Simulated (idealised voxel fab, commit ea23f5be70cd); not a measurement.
process module | voxel self aligned contacts
cross-section cut | 275 nm wide | cells 5 nm
A cross-section is a grid of square cells, given in bands from the top down. A band is one or more rows of cells.
Each band's line starts with the height of the band's top and of its bottom, in nm. Then come its materials from left to right, each with its width in nm. One material with "throughout" fills the band from edge to edge. "air" is empty space.
Height 0 is the level under which the wafer as received is all one material. The lowest band goes on downwards, as in "0 down".
A width such as "30 to 40" changes by the same amount from each row of cells to the next, from the band's top row to its bottom row.
"no change" after a step means that no cell of the cross-section changed.
closed voids: empty space of 8 cells or more with no open way to the top, each as width x height at its distance from the left edge, in nm
after a step's settings: what the simulator itself notes on the step
overlay nm, on a step with a mask: how far to the right of its planned place the mask lay; to the left if negative
plan
1 op RECEIVE | material Si
2 op OXIDIZE | depth nm 5
3 op DIRECTIONAL_DEP | material polySi | thk nm 25
4 op DIRECTIONAL_DEP | material SiN | thk nm 25
5 op DIRECTIONAL_DEP | material aC | thk nm 15
6 op PATTERN | tone cover | mask id GATE | material resist | width nm 35 | pitch nm 80 | thk nm 30 | overlay nm 0
7 op DIRECTIONAL_ETCH | etch materials aC | depth nm 15
8 op STRIP | etch materials resist
9 op DIRECTIONAL_ETCH | etch materials SiN | depth nm 25
10 op DIRECTIONAL_ETCH | etch materials polySi | depth nm 25
11 op STRIP | etch materials aC
12 op CONFORMAL_DEP | material SiN | thk nm 10
13 op DIRECTIONAL_ETCH | etch materials SiN | depth nm 10
14 op FILL_DEP | material SiO2 | thk nm 20
15 op CMP | height nm 60
16 op DIRECTIONAL_DEP | material aC | thk nm 10
17 op PATTERN | tone open | mask id CONTACT | material resist | width nm 55 | pitch nm 80 | thk nm 25 | overlay nm 0
18 op DIRECTIONAL_ETCH | etch materials aC | depth nm 10
19 op STRIP | etch materials resist
20 op DIRECTIONAL_ETCH | etch materials SiO2 | depth nm 65
21 op STRIP | etch materials aC
22 op CONFORMAL_DEP | material TiN | thk nm 5
23 op FILL_DEP | material Ru | thk nm 10
24 op CMP | height nm 60
25 op CONFORMAL_DEP | material SiCN | thk nm 5
first wafer, as planned
as received, after step 1
  0 down: Si throughout
  closed voids: none
after step 2
  0 to -5: SiO2 throughout
  below -5: unchanged
after step 3
  25 to 0: polySi throughout
  below 0: unchanged
after step 4
  50 to 25: SiN throughout
  below 25: unchanged
after step 5
  65 to 50: aC throughout
  below 50: unchanged
after step 6
  95 to 65: air 40 | resist 35 | air 45 | resist 35 | air 45 | resist 35 | air 40
  below 65: unchanged
after step 7
  80 to 65: air 40 | resist 35 | air 45 | resist 35 | air 45 | resist 35 | air 40
  65 to 50: air 40 | aC 35 | air 45 | aC 35 | air 45 | aC 35 | air 40
  below 50: unchanged
after step 8
  65 to 50: air 40 | aC 35 | air 45 | aC 35 | air 45 | aC 35 | air 40
  below 50: unchanged
after step 9
  65 to 50: air 40 | aC 35 | air 45 | aC 35 | air 45 | aC 35 | air 40
  50 to 25: air 40 | SiN 35 | air 45 | SiN 35 | air 45 | SiN 35 | air 40
  below 25: unchanged
after step 10
  65 to 50: air 40 | aC 35 | air 45 | aC 35 | air 45 | aC 35 | air 40
  50 to 25: air 40 | SiN 35 | air 45 | SiN 35 | air 45 | SiN 35 | air 40
  25 to 0: air 40 | polySi 35 | air 45 | polySi 35 | air 45 | polySi 35 | air 40
  below 0: unchanged
after step 11
  50 to 25: air 40 | SiN 35 | air 45 | SiN 35 | air 45 | SiN 35 | air 40
  below 25: unchanged
after step 12
  60 to 25: air 30 | SiN 55 | air 25 | SiN 55 | air 25 | SiN 55 | air 30
  25 to 10: air 30 | SiN 10 | polySi 35 | SiN 10 | air 25 | SiN 10 | polySi 35 | SiN 10 | air 25 | SiN 10 | polySi 35 | SiN 10 | air 30
  10 to 0: SiN 40 | polySi 35 | SiN 45 | polySi 35 | SiN 45 | polySi 35 | SiN 40
  below 0: unchanged
after step 13
  50 to 25: air 30 | SiN 55 | air 25 | SiN 55 | air 25 | SiN 55 | air 30
  25 to 0: air 30 | SiN 10 | polySi 35 | SiN 10 | air 25 | SiN 10 | polySi 35 | SiN 10 | air 25 | SiN 10 | polySi 35 | SiN 10 | air 30
  below 0: unchanged
after step 14
  70 to 50: SiO2 throughout
  50 to 25: SiO2 30 | SiN 55 | SiO2 25 | SiN 55 | SiO2 25 | SiN 55 | SiO2 30
  25 to 0: SiO2 30 | SiN 10 | polySi 35 | SiN 10 | SiO2 25 | SiN 10 | polySi 35 | SiN 10 | SiO2 25 | SiN 10 | polySi 35 | SiN 10 | SiO2 30
  below 0: unchanged
after step 15
  60 to 50: SiO2 throughout
  below 50: unchanged
after step 16
  70 to 60: aC throughout
  below 60: unchanged
after step 17
  95 to 70: resist 70 | air 55 | resist 25 | air 55 | resist 70
  below 70: unchanged
after step 18
  85 to 70: resist 70 | air 55 | resist 25 | air 55 | resist 70
  70 to 60: aC 70 | air 55 | aC 25 | air 55 | aC 70
  below 60: unchanged
after step 19
  70 to 60: aC 70 | air 55 | aC 25 | air 55 | aC 70
  below 60: unchanged
after step 20
  70 to 60: aC 70 | air 55 | aC 25 | air 55 | aC 70
  60 to 50: SiO2 70 | air 55 | SiO2 25 | air 55 | SiO2 70
  50 to 25: SiO2 30 | SiN 55 | air 25 | SiN 55 | air 25 | SiN 55 | SiO2 30
  25 to 0: SiO2 30 | SiN 10 | polySi 35 | SiN 10 | air 25 | SiN 10 | polySi 35 | SiN 10 | air 25 | SiN 10 | polySi 35 | SiN 10 | SiO2 30
  0 to -5: SiO2 85 | air 25 | SiO2 55 | air 25 | SiO2 85
  below -5: unchanged
after step 21
  60 to 50: SiO2 70 | air 55 | SiO2 25 | air 55 | SiO2 70
  below 50: unchanged
after step 22
  65 to 60: TiN 75 | air 45 | TiN 35 | air 45 | TiN 75
  60 to 50: SiO2 70 | TiN 5 to 20 | air 45 to 15 | TiN 5 to 20 | SiO2 25 | TiN 5 to 20 | air 45 to 15 | TiN 5 to 20 | SiO2 70
  50 to 25: SiO2 30 | SiN 55 | TiN 5 | air 15 | TiN 5 | SiN 55 | TiN 5 | air 15 | TiN 5 | SiN 55 | SiO2 30
  25 to 0: SiO2 30 | SiN 10 | polySi 35 | SiN 10 | TiN 5 | air 15 | TiN 5 | SiN 10 | polySi 35 | SiN 10 | TiN 5 | air 15 | TiN 5 | SiN 10 | polySi 35 | SiN 10 | SiO2 30
  0 to -5: SiO2 85 | TiN 25 | SiO2 55 | TiN 25 | SiO2 85
  below -5: unchanged
after step 23
  75 to 65: Ru throughout
  65 to 60: TiN 75 | Ru 45 | TiN 35 | Ru 45 | TiN 75
  60 to 50: SiO2 70 | TiN 5 to 20 | Ru 45 to 15 | TiN 5 to 20 | SiO2 25 | TiN 5 to 20 | Ru 45 to 15 | TiN 5 to 20 | SiO2 70
  50 to 25: SiO2 30 | SiN 55 | TiN 5 | Ru 15 | TiN 5 | SiN 55 | TiN 5 | Ru 15 | TiN 5 | SiN 55 | SiO2 30
  25 to 0: SiO2 30 | SiN 10 | polySi 35 | SiN 10 | TiN 5 | Ru 15 | TiN 5 | SiN 10 | polySi 35 | SiN 10 | TiN 5 | Ru 15 | TiN 5 | SiN 10 | polySi 35 | SiN 10 | SiO2 30
  below 0: unchanged
after step 24
  60 to 50: SiO2 70 | TiN 5 to 20 | Ru 45 to 15 | TiN 5 to 20 | SiO2 25 | TiN 5 to 20 | Ru 45 to 15 | TiN 5 to 20 | SiO2 70
  below 50: unchanged
after step 25
  65 to 60: SiCN throughout
  below 60: unchanged
second wafer: like start, like plan, one mistake. Through step 16 it matches the first wafer
when step 17 should have ended
  95 to 70: resist 70 | air 60 | resist 20 | air 60 | resist 65
  below 70: unchanged
when step 18 should have ended
  85 to 70: resist 70 | air 60 | resist 20 | air 60 | resist 65
  70 to 60: aC 70 | air 60 | aC 20 | air 60 | aC 65
  below 60: unchanged
when step 19 should have ended
  70 to 60: aC 70 | air 60 | aC 20 | air 60 | aC 65
  below 60: unchanged
when step 20 should have ended
  70 to 60: aC 70 | air 60 | aC 20 | air 60 | aC 65
  60 to 50: SiO2 70 | air 60 | SiO2 20 | air 60 | SiO2 65
  50 to 25: SiO2 30 | SiN 55 | air 25 | SiN 55 | air 25 | SiN 55 | SiO2 30
  25 to 0: SiO2 30 | SiN 10 | polySi 35 | SiN 10 | air 25 | SiN 10 | polySi 35 | SiN 10 | air 25 | SiN 10 | polySi 35 | SiN 10 | SiO2 30
  0 to -5: SiO2 85 | air 25 | SiO2 55 | air 25 | SiO2 85
  below -5: unchanged
when step 21 should have ended
  60 to 50: SiO2 70 | air 60 | SiO2 20 | air 60 | SiO2 65
  below 50: unchanged
when step 22 should have ended
  65 to 60: TiN 75 | air 50 | TiN 30 | air 50 | TiN 70
  60 to 50: SiO2 70 | TiN 5 to 20 | air 50 to 15 | TiN 5 to 25 | SiO2 20 | TiN 5 to 20 | air 50 to 15 | TiN 5 to 25 | SiO2 65
  50 to 25: SiO2 30 | SiN 55 | TiN 5 | air 15 | TiN 5 | SiN 55 | TiN 5 | air 15 | TiN 5 | SiN 55 | SiO2 30
  25 to 0: SiO2 30 | SiN 10 | polySi 35 | SiN 10 | TiN 5 | air 15 | TiN 5 | SiN 10 | polySi 35 | SiN 10 | TiN 5 | air 15 | TiN 5 | SiN 10 | polySi 35 | SiN 10 | SiO2 30
  0 to -5: SiO2 85 | TiN 25 | SiO2 55 | TiN 25 | SiO2 85
  below -5: unchanged
when step 23 should have ended
  75 to 65: Ru throughout
  65 to 60: TiN 75 | Ru 50 | TiN 30 | Ru 50 | TiN 70
  60 to 50: SiO2 70 | TiN 5 to 20 | Ru 50 to 15 | TiN 5 to 25 | SiO2 20 | TiN 5 to 20 | Ru 50 to 15 | TiN 5 to 25 | SiO2 65
  50 to 25: SiO2 30 | SiN 55 | TiN 5 | Ru 15 | TiN 5 | SiN 55 | TiN 5 | Ru 15 | TiN 5 | SiN 55 | SiO2 30
  25 to 0: SiO2 30 | SiN 10 | polySi 35 | SiN 10 | TiN 5 | Ru 15 | TiN 5 | SiN 10 | polySi 35 | SiN 10 | TiN 5 | Ru 15 | TiN 5 | SiN 10 | polySi 35 | SiN 10 | SiO2 30
  below 0: unchanged
when step 24 should have ended
  60 to 50: SiO2 70 | TiN 5 to 20 | Ru 50 to 15 | TiN 5 to 25 | SiO2 20 | TiN 5 to 20 | Ru 50 to 15 | TiN 5 to 25 | SiO2 65
  below 50: unchanged
when step 25 should have ended
  65 to 60: SiCN throughout
  below 60: unchanged
what went wrong: step 17 ran as: op PATTERN | tone open | mask id CONTACT | material resist | width nm 60 | pitch nm 80 | thk nm 25 | overlay nm 0
at the end the second wafer has, in cells: 2 more of Ru | 4 fewer of SiO2 | 2 more of TiN
